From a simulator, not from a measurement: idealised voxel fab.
process module | voxel wiring stack
Section cut is 260 nm wide and gridded with 5 nm square cells.
This document writes a cross-section as a grid whose cells are square, and gives it as bands, listed from the top down; one or more rows of cells form a band.
Heads up on the band format: heights come first, top then bottom, in nm. After that it's the materials left to right, each with its width in nm. A single material flagged "everywhere" fills the whole band edge to edge, and "air" means there's empty space there.
Where do heights start? At 0: under that level the wafer as delivered is made of one material only. And the lowest band has no floor; it just carries on downward, as in "0..down".
A width given as "30 to 40" starts at the first number in the band's top row and ends at the second number in its bottom row, shifting by an equal amount at every step from row to row.
Basically "identical to before" means that step didn't change any cell in the cross-section.
"Enclosed void inventory": empty spaces of 8 cells or more with no open way to the top, each given as width x height at distance, distance from the left edge, all in nm.
Read whatever lies past the settings on a step's line as the simulator's own remark about the step.
The "overlay nm" setting may appear on a step's line; for a step that uses a mask, it gives how far to the right of its planned position the mask lay, and a negative value indicates the left.
Each pair of cross-sections that follows straddles one process step: the one shows the state before the step, the other the state after it, down to the lowest band that changed and no further. The step in question, and its settings, are given under the pair. Note that a pair is not necessarily a continuation of the pair above it, since pairs can come from different runs of this module on the same starting wafer; it is a continuation only where its entry headed "Geometry before processing" says so.

GEOMETRY BEFORE PROCESSING
	135..125: aC (70) | air (25) | aC (15) | air (25) | aC (15) | air (25) | aC (85)
	125..115: lowk (70) | air (25) | lowk (15) | air (25) | lowk (15) | air (25) | lowk (85)
	115..105: lowk (70) | aC (25) | lowk (15) | aC (25) | lowk (15) | aC (25) | lowk (85)
	105..90: lowk everywhere
	90..85: SiCN everywhere
	85..70: lowk (75) | TiN (5) | Ru (15) | TiN (5) | lowk (15) | TiN (5) | Ru (15) | TiN (5) | lowk (15) | TiN (5) | Ru (15) | TiN (5) | lowk (80)
	70..65: lowk (75) | TiN (5) | Ru (5) | TiN (15) | lowk (15) | TiN (5) | Ru (5) | TiN (15) | lowk (15) | TiN (5) | Ru (5) | TiN (15) | lowk (80)
	65..50: lowk (75) | TiN (5) | Ru (5) | TiN (5) | lowk (25) | TiN (5) | Ru (5) | TiN (5) | lowk (25) | TiN (5) | Ru (5) | TiN (5) | lowk (90)
	50..45: SiCN (75) | TiN (15) | SiCN (25) | TiN (15) | SiCN (25) | TiN (15) | SiCN (90)
	45..20: lowk (75) | TiN (5) | Cu (15) | TiN (5) | lowk (15) | TiN (5) | Cu (15) | TiN (5) | lowk (15) | TiN (5) | Cu (15) | TiN (5) | lowk (80)
	20..15: SiCN (75) | TiN (25) | SiCN (15) | TiN (25) | SiCN (15) | TiN (25) | SiCN (80)
	15..0: SiO2 everywhere
	0..down: Si everywhere
	Enclosed void inventory: none

SECTIONAL VIEW, POST-PROCESS
	165..135: resist (75) | air (15) | resist (65) | air (15) | resist (90)
	135..125: aC (70) | resist (5) | air (15) | resist (5) | aC (15) | resist (25) | aC (15) | resist (5) | air (15) | resist (5) | aC (85)
	125..115: lowk (70) | resist (5) | air (15) | resist (5) | lowk (15) | resist (25) | lowk (15) | resist (5) | air (15) | resist (5) | lowk (85)
	Under 115: no change, same as before.
	Enclosed void inventory: none
Step sandwiched between the two cross-sections above: PATTERN [tone open] [mask id METAL_3_HOLES] [material resist] [width nm 15] [pitch nm 80] [thk nm 30] [overlay nm 0]

Geometry before processing: check the pair just above; its after cross-section is our before state.

SECTIONAL VIEW, POST-PROCESS
	155..135: resist (75) | air (15) | resist (65) | air (15) | resist (90)
	135..125: aC (70) | resist (5) | air (15) | resist (5) | aC (15) | resist (25) | aC (15) | resist (5) | air (15) | resist (5) | aC (85)
	125..115: lowk (70) | resist (5) | air (15) | resist (5) | lowk (15) | resist (25) | lowk (15) | resist (5) | air (15) | resist (5) | lowk (85)
	115..105: lowk (70) | aC (5) | air (15) | aC (5) | lowk (15) | aC (25) | lowk (15) | aC (5) | air (15) | aC (5) | lowk (85)
	Under 105: no change, same as before.
	Enclosed void inventory: none
Step sandwiched between the two cross-sections above: DIRECTIONAL_ETCH [etch materials aC] [depth nm 10]

Geometry before processing: check the pair just above; its after cross-section is our before state.

SECTIONAL VIEW, POST-PROCESS
	135..125: aC (70) | air (25) | aC (15) | air (25) | aC (15) | air (25) | aC (85)
	125..115: lowk (70) | air (25) | lowk (15) | air (25) | lowk (15) | air (25) | lowk (85)
	Under 115: no change, same as before.
	Enclosed void inventory: none
Step sandwiched between the two cross-sections above: STRIP [etch materials resist]

Geometry before processing: check the pair just above; its after cross-section is our before state.

SECTIONAL VIEW, POST-PROCESS
	135..125: aC (70) | air (25) | aC (15) | air (25) | aC (15) | air (25) | aC (85)
	125..115: lowk (70) | air (25) | lowk (15) | air (25) | lowk (15) | air (25) | lowk (85)
	115..105: lowk (70) | aC (5) | air (15) | aC (5) | lowk (15) | aC (25) | lowk (15) | aC (5) | air (15) | aC (5) | lowk (85)
	105..90: lowk (75) | air (15) | lowk (65) | air (15) | lowk (90)
	Under 90: no change, same as before.
	Enclosed void inventory: none
Step sandwiched between the two cross-sections above: DIRECTIONAL_ETCH [etch materials lowk] [depth nm 15]

Geometry before processing: check the pair just above; its after cross-section is our before state.

SECTIONAL VIEW, POST-PROCESS
	135..125: aC (70) | air (25) | aC (15) | air (25) | aC (15) | air (25) | aC (85)
	125..115: lowk (70) | air (25) | lowk (15) | air (25) | lowk (15) | air (25) | lowk (85)
	115..105: lowk (70) | aC (5) | air (15) | aC (5) | lowk (15) | aC (25) | lowk (15) | aC (5) | air (15) | aC (5) | lowk (85)
	105..90: lowk (75) | air (15) | lowk (65) | air (15) | lowk (90)
	90..85: SiCN (75) | air (15) | SiCN (65) | air (15) | SiCN (90)
	Under 85: no change, same as before.
	Enclosed void inventory: none
Step sandwiched between the two cross-sections above: DIRECTIONAL_ETCH [etch materials SiCN] [depth nm 5]

Geometry before processing: check the pair just above; its after cross-section is our before state.

SECTIONAL VIEW, POST-PROCESS
	125..105: lowk (70) | air (25) | lowk (15) | air (25) | lowk (15) | air (25) | lowk (85)
	Under 105: no change, same as before.
	Enclosed void inventory: none
Step sandwiched between the two cross-sections above: STRIP [etch materials aC]

Geometry before processing: check the pair just above; its after cross-section is our before state.

SECTIONAL VIEW, POST-PROCESS
	130..125: TiN (75) | air (15) | TiN (25) | air (15) | TiN (25) | air (15) | TiN (90)
	125..110: lowk (70) | TiN (5) | air (15) | TiN (5) | lowk (15) | TiN (5) | air (15) | TiN (5) | lowk (15) | TiN (5) | air (15) | TiN (5) | lowk (85)
	110..105: lowk (70) | TiN (10) | air (5) | TiN (10) | lowk (15) | TiN (25) | lowk (15) | TiN (10) | air (5) | TiN (10) | lowk (85)
	105..90: lowk (75) | TiN (5) | air (5) | TiN (5) | lowk (65) | TiN (5) | air (5) | TiN (5) | lowk (90)
	90..85: SiCN (75) | TiN (15) | SiCN (65) | TiN (15) | SiCN (90)
	Under 85: no change, same as before.
	Enclosed void inventory: none
Step sandwiched between the two cross-sections above: CONFORMAL_DEP [material TiN] [thk nm 5]

Geometry before processing: check the pair just above; its after cross-section is our before state.

SECTIONAL VIEW, POST-PROCESS
	140..130: Cu everywhere
	130..125: TiN (75) | Cu (15) | TiN (25) | Cu (15) | TiN (25) | Cu (15) | TiN (90)
	125..110: lowk (70) | TiN (5) | Cu (15) | TiN (5) | lowk (15) | TiN (5) | Cu (15) | TiN (5) | lowk (15) | TiN (5) | Cu (15) | TiN (5) | lowk (85)
	110..105: lowk (70) | TiN (10) | Cu (5) | TiN (10) | lowk (15) | TiN (25) | lowk (15) | TiN (10) | Cu (5) | TiN (10) | lowk (85)
	105..90: lowk (75) | TiN (5) | Cu (5) | TiN (5) | lowk (65) | TiN (5) | Cu (5) | TiN (5) | lowk (90)
	Under 90: no change, same as before.
	Enclosed void inventory: none
Step sandwiched between the two cross-sections above: FILL_DEP [material Cu] [thk nm 10]

Geometry before processing: check the pair just above; its after cross-section is our before state.

SECTIONAL VIEW, POST-PROCESS
	125..110: lowk (70) | TiN (5) | Cu (15) | TiN (5) | lowk (15) | TiN (5) | Cu (15) | TiN (5) | lowk (15) | TiN (5) | Cu (15) | TiN (5) | lowk (85)
	Under 110: no change, same as before.
	Enclosed void inventory: none
Step sandwiched between the two cross-sections above: CMP [height nm 125]

Geometry before processing: check the pair just above; its after cross-section is our before state.

SECTIONAL VIEW, POST-PROCESS
	130..125: SiCN everywhere
	Under 125: no change, same as before.
	Enclosed void inventory: none
Step sandwiched between the two cross-sections above: CONFORMAL_DEP [material SiCN] [thk nm 5]

Geometry before processing: check the pair just above; its after cross-section is our before state.

SECTIONAL VIEW, POST-PROCESS
	165..130: lowk everywhere
	Under 130: no change, same as before.
	Enclosed void inventory: none
Step sandwiched between the two cross-sections above: DIRECTIONAL_DEP [material lowk] [thk nm 35]

Geometry before processing: check the pair just above; its after cross-section is our before state.

SECTIONAL VIEW, POST-PROCESS
	185..165: resist (75) | air (15) | resist (25) | air (15) | resist (25) | air (15) | resist (90)
	Under 165: no change, same as before.
	Enclosed void inventory: none
Step sandwiched between the two cross-sections above: PATTERN [tone open] [mask id METAL_4_HOLES] [material resist] [width nm 15] [pitch nm 40] [thk nm 20] [overlay nm 0]

Geometry before processing: check the pair just above; its after cross-section is our before state.

SECTIONAL VIEW, POST-PROCESS
	185..165: resist (75) | air (15) | resist (25) | air (15) | resist (25) | air (15) | resist (90)
	165..130: lowk (75) | air (15) | lowk (25) | air (15) | lowk (25) | air (15) | lowk (90)
	Under 130: no change, same as before.
	Enclosed void inventory: none
Step sandwiched between the two cross-sections above: DIRECTIONAL_ETCH [etch materials lowk] [depth nm 35]

Geometry before processing: check the pair just above; its after cross-section is our before state.

SECTIONAL VIEW, POST-PROCESS
	165..130: lowk (75) | air (15) | lowk (25) | air (15) | lowk (25) | air (15) | lowk (90)
	Under 130: no change, same as before.
	Enclosed void inventory: none
Step sandwiched between the two cross-sections above: STRIP [etch materials resist]

Geometry before processing: check the pair just above; its after cross-section is our before state.

SECTIONAL VIEW, POST-PROCESS
	175..165: aC (75) | air (15) | aC (25) | air (15) | aC (25) | air (15) | aC (90)
	165..140: lowk (75) | air (15) | lowk (25) | air (15) | lowk (25) | air (15) | lowk (90)
	140..130: lowk (75) | aC (15) | lowk (25) | aC (15) | lowk (25) | aC (15) | lowk (90)
	Under 130: no change, same as before.
	Enclosed void inventory: none
Step sandwiched between the two cross-sections above: DIRECTIONAL_DEP [material aC] [thk nm 10]

Geometry before processing: check the pair just above; its after cross-section is our before state.

SECTIONAL VIEW, POST-PROCESS
	205..175: resist (75) | air (25) | resist (15) | air (25) | resist (15) | air (25) | resist (80)
	Under 175: no change, same as before.
	Enclosed void inventory: none
Step sandwiched between the two cross-sections above: PATTERN [tone open] [mask id METAL_4] [material resist] [width nm 25] [pitch nm 40] [thk nm 30] [overlay nm 0]

Geometry before processing: check the pair just above; its after cross-section is our before state.

SECTIONAL VIEW, POST-PROCESS
	195..175: resist (75) | air (25) | resist (15) | air (25) | resist (15) | air (25) | resist (80)
	175..165: aC (75) | air (25) | aC (15) | air (25) | aC (15) | air (25) | aC (80)
	165..130: lowk (75) | air (15) | lowk (25) | air (15) | lowk (25) | air (15) | lowk (90)
	Under 130: no change, same as before.
	Enclosed void inventory: none
Step sandwiched between the two cross-sections above: DIRECTIONAL_ETCH [etch materials aC] [depth nm 10]

Geometry before processing: check the pair just above; its after cross-section is our before state.

SECTIONAL VIEW, POST-PROCESS
	175..165: aC (75) | air (25) | aC (15) | air (25) | aC (15) | air (25) | aC (80)
	Under 165: no change, same as before.
	Enclosed void inventory: none
Step sandwiched between the two cross-sections above: STRIP [etch materials resist]

Geometry before processing: check the pair just above; its after cross-section is our before state.

SECTIONAL VIEW, POST-PROCESS
	175..165: aC (75) | air (25) | aC (15) | air (25) | aC (15) | air (25) | aC (80)
	165..145: lowk (75) | air (25) | lowk (15) | air (25) | lowk (15) | air (25) | lowk (80)
	Under 145: no change, same as before.
	Enclosed void inventory: none
Step sandwiched between the two cross-sections above: DIRECTIONAL_ETCH [etch materials lowk] [depth nm 20]

Geometry before processing: check the pair just above; its after cross-section is our before state.

SECTIONAL VIEW, POST-PROCESS
	175..165: aC (75) | air (25) | aC (15) | air (25) | aC (15) | air (25) | aC (80)
	165..145: lowk (75) | air (25) | lowk (15) | air (25) | lowk (15) | air (25) | lowk (80)
	145..130: lowk (75) | air (15) | lowk (25) | air (15) | lowk (25) | air (15) | lowk (90)
	130..125: SiCN (75) | air (15) | SiCN (25) | air (15) | SiCN (25) | air (15) | SiCN (90)
	Under 125: no change, same as before.
	Enclosed void inventory: none
Step sandwiched between the two cross-sections above: DIRECTIONAL_ETCH [etch materials SiCN] [depth nm 5]

Geometry before processing: check the pair just above; its after cross-section is our before state.

SECTIONAL VIEW, POST-PROCESS
	165..145: lowk (75) | air (25) | lowk (15) | air (25) | lowk (15) | air (25) | lowk (80)
	Under 145: no change, same as before.
	Enclosed void inventory: none
Step sandwiched between the two cross-sections above: STRIP [etch materials aC]

Geometry before processing: check the pair just above; its after cross-section is our before state.

SECTIONAL VIEW, POST-PROCESS
	170..165: TiN (80) | air (15) | TiN (25) | air (15) | TiN (25) | air (15) | TiN (85)
	165..150: lowk (75) | TiN (5) | air (15) | TiN (5) | lowk (15) | TiN (5) | air (15) | TiN (5) | lowk (15) | TiN (5) | air (15) | TiN (5) | lowk (80)
	150..145: lowk (75) | TiN (5) | air (5) | TiN (15) | lowk (15) | TiN (5) | air (5) | TiN (15) | lowk (15) | TiN (5) | air (5) | TiN (15) | lowk (80)
	145..130: lowk (75) | TiN (5) | air (5) | TiN (5) | lowk (25) | TiN (5) | air (5) | TiN (5) | lowk (25) | TiN (5) | air (5) | TiN (5) | lowk (90)
	130..125: SiCN (75) | TiN (15) | SiCN (25) | TiN (15) | SiCN (25) | TiN (15) | SiCN (90)
	Under 125: no change, same as before.
	Enclosed void inventory: none
Step sandwiched between the two cross-sections above: CONFORMAL_DEP [material TiN] [thk nm 5]

Geometry before processing: check the pair just above; its after cross-section is our before state.

SECTIONAL VIEW, POST-PROCESS
	180..170: Cu everywhere
	170..165: TiN (80) | Cu (15) | TiN (25) | Cu (15) | TiN (25) | Cu (15) | TiN (85)
	165..150: lowk (75) | TiN (5) | Cu (15) | TiN (5) | lowk (15) | TiN (5) | Cu (15) | TiN (5) | lowk (15) | TiN (5) | Cu (15) | TiN (5) | lowk (80)
	150..145: lowk (75) | TiN (5) | Cu (5) | TiN (15) | lowk (15) | TiN (5) | Cu (5) | TiN (15) | lowk (15) | TiN (5) | Cu (5) | TiN (15) | lowk (80)
	145..130: lowk (75) | TiN (5) | Cu (5) | TiN (5) | lowk (25) | TiN (5) | Cu (5) | TiN (5) | lowk (25) | TiN (5) | Cu (5) | TiN (5) | lowk (90)
	Under 130: no change, same as before.
	Enclosed void inventory: none
Step sandwiched between the two cross-sections above: FILL_DEP [material Cu] [thk nm 10]

Geometry before processing: check the pair just above; its after cross-section is our before state.

SECTIONAL VIEW, POST-PROCESS
	165..150: lowk (75) | TiN (5) | Cu (15) | TiN (5) | lowk (15) | TiN (5) | Cu (15) | TiN (5) | lowk (15) | TiN (5) | Cu (15) | TiN (5) | lowk (80)
	Under 150: no change, same as before.
	Enclosed void inventory: none
Step sandwiched between the two cross-sections above: CMP [height nm 165]

Geometry before processing: check the pair just above; its after cross-section is our before state.

SECTIONAL VIEW, POST-PROCESS
	170..165: SiCN everywhere
	Under 165: no change, same as before.
	Enclosed void inventory: none
Step sandwiched between the two cross-sections above: CONFORMAL_DEP [material SiCN] [thk nm 5]

GEOMETRY BEFORE PROCESSING
	45..20: lowk (75) | air (25) | lowk (15) | air (25) | lowk (15) | air (25) | lowk (80)
	20..15: SiCN (75) | air (25) | SiCN (15) | air (25) | SiCN (15) | air (25) | SiCN (80)
	15..0: SiO2 everywhere
	0..down: Si everywhere
	Enclosed void inventory: none

SECTIONAL VIEW, POST-PROCESS
	50..20: lowk (80) | air (15) | lowk (25) | air (15) | lowk (25) | air (15) | lowk (85)
	20..15: SiCN (75) | lowk (25) | SiCN (15) | lowk (25) | SiCN (15) | lowk (25) | SiCN (80)
	Under 15: no change, same as before.
	Enclosed void inventory: none
Step sandwiched between the two cross-sections above: CONFORMAL_DEP [material lowk] [thk nm 5]

Geometry before processing: check the pair just above; its after cross-section is our before state.

SECTIONAL VIEW, POST-PROCESS
	60..50: Cu everywhere
	50..20: lowk (80) | Cu (15) | lowk (25) | Cu (15) | lowk (25) | Cu (15) | lowk (85)
	Under 20: no change, same as before.
	Enclosed void inventory: none
Step sandwiched between the two cross-sections above: FILL_DEP [material Cu] [thk nm 10]

Geometry before processing: check the pair just above; its after cross-section is our before state.

SECTIONAL VIEW, POST-PROCESS
	45..20: lowk (80) | Cu (15) | lowk (25) | Cu (15) | lowk (25) | Cu (15) | lowk (85)
	Under 20: no change, same as before.
	Enclosed void inventory: none
Step sandwiched between the two cross-sections above: CMP [height nm 45]

Geometry before processing: check the pair just above; its after cross-section is our before state.

SECTIONAL VIEW, POST-PROCESS
	50..45: SiCN everywhere
	Under 45: no change, same as before.
	Enclosed void inventory: none
Step sandwiched between the two cross-sections above: CONFORMAL_DEP [material SiCN] [thk nm 5]

Geometry before processing: check the pair just above; its after cross-section is our before state.

SECTIONAL VIEW, POST-PROCESS
	85..50: lowk everywhere
	Under 50: no change, same as before.
	Enclosed void inventory: none
Step sandwiched between the two cross-sections above: DIRECTIONAL_DEP [material lowk] [thk nm 35]

Geometry before processing: check the pair just above; its after cross-section is our before state.

SECTIONAL VIEW, POST-PROCESS
	100..85: resist (75) | air (15) | resist (25) | air (15) | resist (25) | air (15) | resist (90)
	Under 85: no change, same as before.
	Enclosed void inventory: none
Step sandwiched between the two cross-sections above: PATTERN [tone open] [mask id METAL_2_HOLES] [material resist] [width nm 15] [pitch nm 40] [thk nm 15] [overlay nm 0]

Geometry before processing: check the pair just above; its after cross-section is our before state.

SECTIONAL VIEW, POST-PROCESS
	100..85: resist (75) | air (15) | resist (25) | air (15) | resist (25) | air (15) | resist (90)
	85..50: lowk (75) | air (15) | lowk (25) | air (15) | lowk (25) | air (15) | lowk (90)
	Under 50: no change, same as before.
	Enclosed void inventory: none
Step sandwiched between the two cross-sections above: DIRECTIONAL_ETCH [etch materials lowk] [depth nm 35]

Geometry before processing: check the pair just above; its after cross-section is our before state.

SECTIONAL VIEW, POST-PROCESS
	85..50: lowk (75) | air (15) | lowk (25) | air (15) | lowk (25) | air (15) | lowk (90)
	Under 50: no change, same as before.
	Enclosed void inventory: none
Step sandwiched between the two cross-sections above: STRIP [etch materials resist]

Geometry before processing: check the pair just above; its after cross-section is our before state.

SECTIONAL VIEW, POST-PROCESS
	85..65: lowk (75) | air (25) | lowk (15) | air (25) | lowk (15) | air (25) | lowk (80)
	Under 65: no change, same as before.
	Enclosed void inventory: none
Step sandwiched between the two cross-sections above: MASKED_ETCH [tone open] [mask id METAL_2] [width nm 25] [pitch nm 40] [etch materials lowk] [depth nm 20] [overlay nm 0]

Geometry before processing: check the pair just above; its after cross-section is our before state.

SECTIONAL VIEW, POST-PROCESS
	85..65: lowk (75) | air (25) | lowk (15) | air (25) | lowk (15) | air (25) | lowk (80)
	65..50: lowk (75) | air (15) | lowk (25) | air (15) | lowk (25) | air (15) | lowk (90)
	50..45: SiCN (75) | air (15) | SiCN (25) | air (15) | SiCN (25) | air (15) | SiCN (90)
	Under 45: no change, same as before.
	Enclosed void inventory: none
Step sandwiched between the two cross-sections above: MASKED_ETCH [tone open] [mask id METAL_2] [width nm 25] [pitch nm 40] [etch materials SiCN] [depth nm 5] [overlay nm 0]

Geometry before processing: check the pair just above; its after cross-section is our before state.

SECTIONAL VIEW, POST-PROCESS
	90..85: TiN (80) | air (15) | TiN (25) | air (15) | TiN (25) | air (15) | TiN (85)
	85..70: lowk (75) | TiN (5) | air (15) | TiN (5) | lowk (15) | TiN (5) | air (15) | TiN (5) | lowk (15) | TiN (5) | air (15) | TiN (5) | lowk (80)
	70..65: lowk (75) | TiN (5) | air (5) | TiN (15) | lowk (15) | TiN (5) | air (5) | TiN (15) | lowk (15) | TiN (5) | air (5) | TiN (15) | lowk (80)
	65..50: lowk (75) | TiN (5) | air (5) | TiN (5) | lowk (25) | TiN (5) | air (5) | TiN (5) | lowk (25) | TiN (5) | air (5) | TiN (5) | lowk (90)
	50..45: SiCN (75) | TiN (15) | SiCN (25) | TiN (15) | SiCN (25) | TiN (15) | SiCN (90)
	Under 45: no change, same as before.
	Enclosed void inventory: none
Step sandwiched between the two cross-sections above: CONFORMAL_DEP [material TiN] [thk nm 5]

Geometry before processing: check the pair just above; its after cross-section is our before state.

SECTIONAL VIEW, POST-PROCESS
	95..90: Ru everywhere
	90..85: TiN (80) | Ru (15) | TiN (25) | Ru (15) | TiN (25) | Ru (15) | TiN (85)
	85..70: lowk (75) | TiN (5) | Ru (15) | TiN (5) | lowk (15) | TiN (5) | Ru (15) | TiN (5) | lowk (15) | TiN (5) | Ru (15) | TiN (5) | lowk (80)
	70..65: lowk (75) | TiN (5) | Ru (5) | TiN (15) | lowk (15) | TiN (5) | Ru (5) | TiN (15) | lowk (15) | TiN (5) | Ru (5) | TiN (15) | lowk (80)
	65..50: lowk (75) | TiN (5) | Ru (5) | TiN (5) | lowk (25) | TiN (5) | Ru (5) | TiN (5) | lowk (25) | TiN (5) | Ru (5) | TiN (5) | lowk (90)
	Under 50: no change, same as before.
	Enclosed void inventory: none
Step sandwiched between the two cross-sections above: FILL_DEP [material Ru] [thk nm 5]

Geometry before processing: check the pair just above; its after cross-section is our before state.

SECTIONAL VIEW, POST-PROCESS
	85..70: lowk (75) | TiN (5) | Ru (15) | TiN (5) | lowk (15) | TiN (5) | Ru (15) | TiN (5) | lowk (15) | TiN (5) | Ru (15) | TiN (5) | lowk (80)
	Under 70: no change, same as before.
	Enclosed void inventory: none
Step sandwiched between the two cross-sections above: CMP [height nm 85]

Geometry before processing: check the pair just above; its after cross-section is our before state.

SECTIONAL VIEW, POST-PROCESS
	90..85: SiCN everywhere
	Under 85: no change, same as before.
	Enclosed void inventory: none
Step sandwiched between the two cross-sections above: CONFORMAL_DEP [material SiCN] [thk nm 5]

Geometry before processing: check the pair just above; its after cross-section is our before state.

SECTIONAL VIEW, POST-PROCESS
	125..90: lowk everywhere
	Under 90: no change, same as before.
	Enclosed void inventory: none
Step sandwiched between the two cross-sections above: DIRECTIONAL_DEP [material lowk] [thk nm 35]

Geometry before processing: check the pair just above; its after cross-section is our before state.

SECTIONAL VIEW, POST-PROCESS
	135..125: aC everywhere
	Under 125: no change, same as before.
	Enclosed void inventory: none
Step sandwiched between the two cross-sections above: DIRECTIONAL_DEP [material aC] [thk nm 10]

Geometry before processing: check the pair just above; its after cross-section is our before state.

SECTIONAL VIEW, POST-PROCESS
	165..135: resist (75) | air (25) | resist (15) | air (25) | resist (15) | air (25) | resist (80)
	Under 135: no change, same as before.
	Enclosed void inventory: none
Step sandwiched between the two cross-sections above: PATTERN [tone open] [mask id METAL_3] [material resist] [width nm 25] [pitch nm 40] [thk nm 30] [overlay nm 0]

Geometry before processing: check the pair just above; its after cross-section is our before state.

SECTIONAL VIEW, POST-PROCESS
	155..135: resist (75) | air (25) | resist (15) | air (25) | resist (15) | air (25) | resist (80)
	135..125: aC (75) | air (25) | aC (15) | air (25) | aC (15) | air (25) | aC (80)
	Under 125: no change, same as before.
	Enclosed void inventory: none
Step sandwiched between the two cross-sections above: DIRECTIONAL_ETCH [etch materials aC] [depth nm 10]

Geometry before processing: check the pair just above; its after cross-section is our before state.

SECTIONAL VIEW, POST-PROCESS
	135..125: aC (75) | air (25) | aC (15) | air (25) | aC (15) | air (25) | aC (80)
	Under 125: no change, same as before.
	Enclosed void inventory: none
Step sandwiched between the two cross-sections above: STRIP [etch materials resist]

Geometry before processing: check the pair just above; its after cross-section is our before state.

SECTIONAL VIEW, POST-PROCESS
	135..125: aC (75) | air (25) | aC (15) | air (25) | aC (15) | air (25) | aC (80)
	125..105: lowk (75) | air (25) | lowk (15) | air (25) | lowk (15) | air (25) | lowk (80)
	Under 105: no change, same as before.
	Enclosed void inventory: none
Step sandwiched between the two cross-sections above: DIRECTIONAL_ETCH [etch materials lowk] [depth nm 20]

Geometry before processing: check the pair just above; its after cross-section is our before state.

SECTIONAL VIEW, POST-PROCESS
	125..105: lowk (75) | air (25) | lowk (15) | air (25) | lowk (15) | air (25) | lowk (80)
	Under 105: no change, same as before.
	Enclosed void inventory: none
Step sandwiched between the two cross-sections above: STRIP [etch materials aC]

Geometry before processing: check the pair just above; its after cross-section is our before state.

SECTIONAL VIEW, POST-PROCESS
	135..125: aC (75) | air (25) | aC (15) | air (25) | aC (15) | air (25) | aC (80)
	125..115: lowk (75) | air (25) | lowk (15) | air (25) | lowk (15) | air (25) | lowk (80)
	115..105: lowk (75) | aC (25) | lowk (15) | aC (25) | lowk (15) | aC (25) | lowk (80)
	Under 105: no change, same as before.
	Enclosed void inventory: none
Step sandwiched between the two cross-sections above: DIRECTIONAL_DEP [material aC] [thk nm 10]

Geometry before processing: check the pair just above; its after cross-section is our before state.

SECTIONAL VIEW, POST-PROCESS
	165..135: resist (75) | air (15) | resist (65) | air (15) | resist (90)
	135..125: aC (75) | air (15) | resist (10) | aC (15) | resist (25) | aC (15) | air (15) | resist (10) | aC (80)
	125..115: lowk (75) | air (15) | resist (10) | lowk (15) | resist (25) | lowk (15) | air (15) | resist (10) | lowk (80)
	Under 115: no change, same as before.
	Enclosed void inventory: none
Step sandwiched between the two cross-sections above: PATTERN [tone open] [mask id METAL_3_HOLES] [material resist] [width nm 15] [pitch nm 80] [thk nm 30] [overlay nm 0]

Geometry before processing: check the pair just above; its after cross-section is our before state.

SECTIONAL VIEW, POST-PROCESS
	155..135: resist (75) | air (15) | resist (65) | air (15) | resist (90)
	135..125: aC (75) | air (15) | resist (10) | aC (15) | resist (25) | aC (15) | air (15) | resist (10) | aC (80)
	125..115: lowk (75) | air (15) | resist (10) | lowk (15) | resist (25) | lowk (15) | air (15) | resist (10) | lowk (80)
	115..105: lowk (75) | air (15) | aC (10) | lowk (15) | aC (25) | lowk (15) | air (15) | aC (10) | lowk (80)
	Under 105: no change, same as before.
	Enclosed void inventory: none
Step sandwiched between the two cross-sections above: DIRECTIONAL_ETCH [etch materials aC] [depth nm 10]

Geometry before processing: check the pair just above; its after cross-section is our before state.

SECTIONAL VIEW, POST-PROCESS
	135..125: aC (75) | air (25) | aC (15) | air (25) | aC (15) | air (25) | aC (80)
	125..115: lowk (75) | air (25) | lowk (15) | air (25) | lowk (15) | air (25) | lowk (80)
	Under 115: no change, same as before.
	Enclosed void inventory: none
Step sandwiched between the two cross-sections above: STRIP [etch materials resist]

Geometry before processing: check the pair just above; its after cross-section is our before state.

SECTIONAL VIEW, POST-PROCESS
	135..125: aC (75) | air (25) | aC (15) | air (25) | aC (15) | air (25) | aC (80)
	125..115: lowk (75) | air (25) | lowk (15) | air (25) | lowk (15) | air (25) | lowk (80)
	115..105: lowk (75) | air (15) | aC (10) | lowk (15) | aC (25) | lowk (15) | air (15) | aC (10) | lowk (80)
	105..90: lowk (75) | air (15) | lowk (65) | air (15) | lowk (90)
	Under 90: no change, same as before.
	Enclosed void inventory: none
Step sandwiched between the two cross-sections above: DIRECTIONAL_ETCH [etch materials lowk] [depth nm 15]

Geometry before processing: check the pair just above; its after cross-section is our before state.

SECTIONAL VIEW, POST-PROCESS
	135..125: aC (75) | air (25) | aC (15) | air (25) | aC (15) | air (25) | aC (80)
	125..115: lowk (75) | air (25) | lowk (15) | air (25) | lowk (15) | air (25) | lowk (80)
	115..105: lowk (75) | air (15) | aC (10) | lowk (15) | aC (25) | lowk (15) | air (15) | aC (10) | lowk (80)
	105..90: lowk (75) | air (15) | lowk (65) | air (15) | lowk (90)
	90..85: SiCN (75) | air (15) | SiCN (65) | air (15) | SiCN (90)
	Under 85: no change, same as before.
	Enclosed void inventory: none
Step sandwiched between the two cross-sections above: DIRECTIONAL_ETCH [etch materials SiCN] [depth nm 5]

Geometry before processing: check the pair just above; its after cross-section is our before state.

SECTIONAL VIEW, POST-PROCESS
	125..105: lowk (75) | air (25) | lowk (15) | air (25) | lowk (15) | air (25) | lowk (80)
	Under 105: no change, same as before.
	Enclosed void inventory: none
Step sandwiched between the two cross-sections above: STRIP [etch materials aC]

Geometry before processing: check the pair just above; its after cross-section is our before state.

SECTIONAL VIEW, POST-PROCESS
	130..125: TiN (80) | air (15) | TiN (25) | air (15) | TiN (25) | air (15) | TiN (85)
	125..110: lowk (75) | TiN (5) | air (15) | TiN (5) | lowk (15) | TiN (5) | air (15) | TiN (5) | lowk (15) | TiN (5) | air (15) | TiN (5) | lowk (80)
	110..105: lowk (75) | TiN (5) | air (5) | TiN (15) | lowk (15) | TiN (25) | lowk (15) | TiN (5) | air (5) | TiN (15) | lowk (80)
	105..90: lowk (75) | TiN (5) | air (5) | TiN (5) | lowk (65) | TiN (5) | air (5) | TiN (5) | lowk (90)
	90..85: SiCN (75) | TiN (15) | SiCN (65) | TiN (15) | SiCN (90)
	Under 85: no change, same as before.
	Enclosed void inventory: none
Step sandwiched between the two cross-sections above: CONFORMAL_DEP [material TiN] [thk nm 5]

Geometry before processing: check the pair just above; its after cross-section is our before state.

SECTIONAL VIEW, POST-PROCESS
	140..130: Cu everywhere
	130..125: TiN (80) | Cu (15) | TiN (25) | Cu (15) | TiN (25) | Cu (15) | TiN (85)
	125..110: lowk (75) | TiN (5) | Cu (15) | TiN (5) | lowk (15) | TiN (5) | Cu (15) | TiN (5) | lowk (15) | TiN (5) | Cu (15) | TiN (5) | lowk (80)
	110..105: lowk (75) | TiN (5) | Cu (5) | TiN (15) | lowk (15) | TiN (25) | lowk (15) | TiN (5) | Cu (5) | TiN (15) | lowk (80)
	105..90: lowk (75) | TiN (5) | Cu (5) | TiN (5) | lowk (65) | TiN (5) | Cu (5) | TiN (5) | lowk (90)
	Under 90: no change, same as before.
	Enclosed void inventory: none
Step sandwiched between the two cross-sections above: FILL_DEP [material Cu] [thk nm 10]
